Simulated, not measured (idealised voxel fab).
Herein follows the process module entitled voxel air gaps.
Section cut is 285 nm wide and gridded with 5 nm square cells.
Think of the cross-section as a grid of square cells. We describe it in bands, top to bottom, and each band covers one or more rows of those cells.
First you get the band's top height and its bottom height, in nm, and then the materials it's made of, left to right, with each width in nm. If you see a single material with "all across", that one covers the band edge to edge. "air" is empty space.
Heights are measured from 0, the level below which the as-received wafer is all one material; the lowest band has no bottom and continues downward, written as in "0 and below".
A two-number width, for instance "30->40", indicates that the width is equal to the first number in the top row of the band and to the second number in the bottom row, and that it changes by a constant amount per row of cells.
"nothing altered" (step): cross-section cells unchanged, all of them.
Voids not open to the top, 8 cells minimum: see "Closed internal cavities". Written width x height at distance; distance is from the left edge; nm.
Formally, on a step line, whatever follows the settings is a remark that the simulator itself makes on the step.
A step's line can hold "overlay nm"; with a mask on that step, the setting says how far right of the planned place the mask lay, while a negative setting says it lay to the left.
The planned process steps are enumerated hereunder
1 RECEIVE (material Si)
2 CONFORMAL_DEP (material SiO2; thk nm 10)
3 CONFORMAL_DEP (material SiN; thk nm 5)
4 DIRECTIONAL_DEP (material SiO2; thk nm 30)
5 DIRECTIONAL_DEP (material aC; thk nm 15)
6 PATTERN (tone open; mask id LINES; material resist; width nm 25; pitch nm 50; thk nm 30; overlay nm 0)
7 DIRECTIONAL_ETCH (etch materials aC; depth nm 15)
8 STRIP (etch materials resist)
9 DIRECTIONAL_ETCH (etch materials SiO2; depth nm 30)
10 STRIP (etch materials aC)
11 CONFORMAL_DEP (material TiN; thk nm 5)
12 FILL_DEP (material Cu; thk nm 5)
13 CMP (height nm 45)
14 EPI (material Ru; thk nm 10)
15 SELECTIVE_ETCH (etch materials SiO2; depth nm 40)
16 CONFORMAL_DEP (material SiN; thk nm 5)
As received, after step 1
0 and below | Si all across
Closed internal cavities: none
Cross-sectional image of the first of two wafers at the end of the module, the run having proceeded as planned
60 down to 55 | air 40, then SiN 205, then air 40
55 down to 45 | air 40, then SiN 5, then Ru 45, then SiN 5, then Ru 45, then SiN 5, then Ru 45, then SiN 5, then Ru 45, then SiN 5, then air 40
45 down to 40 | air 40, then SiN 15, then TiN 5, then Cu 15, then TiN 5, then SiN 25, then TiN 5, then Cu 15, then TiN 5, then SiN 25, then TiN 5, then Cu 15, then TiN 5, then SiN 25, then TiN 5, then Cu 15, then TiN 5, then SiN 15, then air 40
40 down to 20 | air 50, then SiN 5, then TiN 5, then Cu 15, then TiN 5, then SiN 5, then air 15, then SiN 5, then TiN 5, then Cu 15, then TiN 5, then SiN 5, then air 15, then SiN 5, then TiN 5, then Cu 15, then TiN 5, then SiN 5, then air 15, then SiN 5, then TiN 5, then Cu 15, then TiN 5, then SiN 5, then air 50
20 down to 15 | SiN 55, then TiN 25, then SiN 25, then TiN 25, then SiN 25, then TiN 25, then SiN 25, then TiN 25, then SiN 55
15 down to 10 | SiN all across
10 down to 0 | SiO2 all across
0 and below | Si all across
Closed internal cavities: 15 x 20 at 85; 15 x 20 at 135; 15 x 20 at 185
Second wafer cross-section at end of module - shared start and plan with the first, one mistake in the run
60 down to 55 | SiN all across
55 down to 45 | Ru all across
45 down to 40 | Cu all across
40 down to 35 | TiN 60, then Cu 15, then TiN 35, then Cu 15, then TiN 35, then Cu 15, then TiN 35, then Cu 15, then TiN 60
35 down to 10 | SiO2 55, then TiN 5, then Cu 15, then TiN 5, then SiO2 25, then TiN 5, then Cu 15, then TiN 5, then SiO2 25, then TiN 5, then Cu 15, then TiN 5, then SiO2 25, then TiN 5, then Cu 15, then TiN 5, then SiO2 55
10 down to 5 | SiO2 55, then TiN 25, then SiO2 25, then TiN 25, then SiO2 25, then TiN 25, then SiO2 25, then TiN 25, then SiO2 55
5 down to 0 | SiN all across
0 and below | Si all across
Closed internal cavities: none
Against the plan, the run slipped here: skipped: plan step 2 (never run)
The final cell counts differ between the wafers, with the second having more or fewer of some materials than the first: +69 Cu | +42 Ru | -84 SiN | +108 SiO2 | +45 TiN
So at the end we're looking at 3 closed voids on the first wafer and 0 on the second.
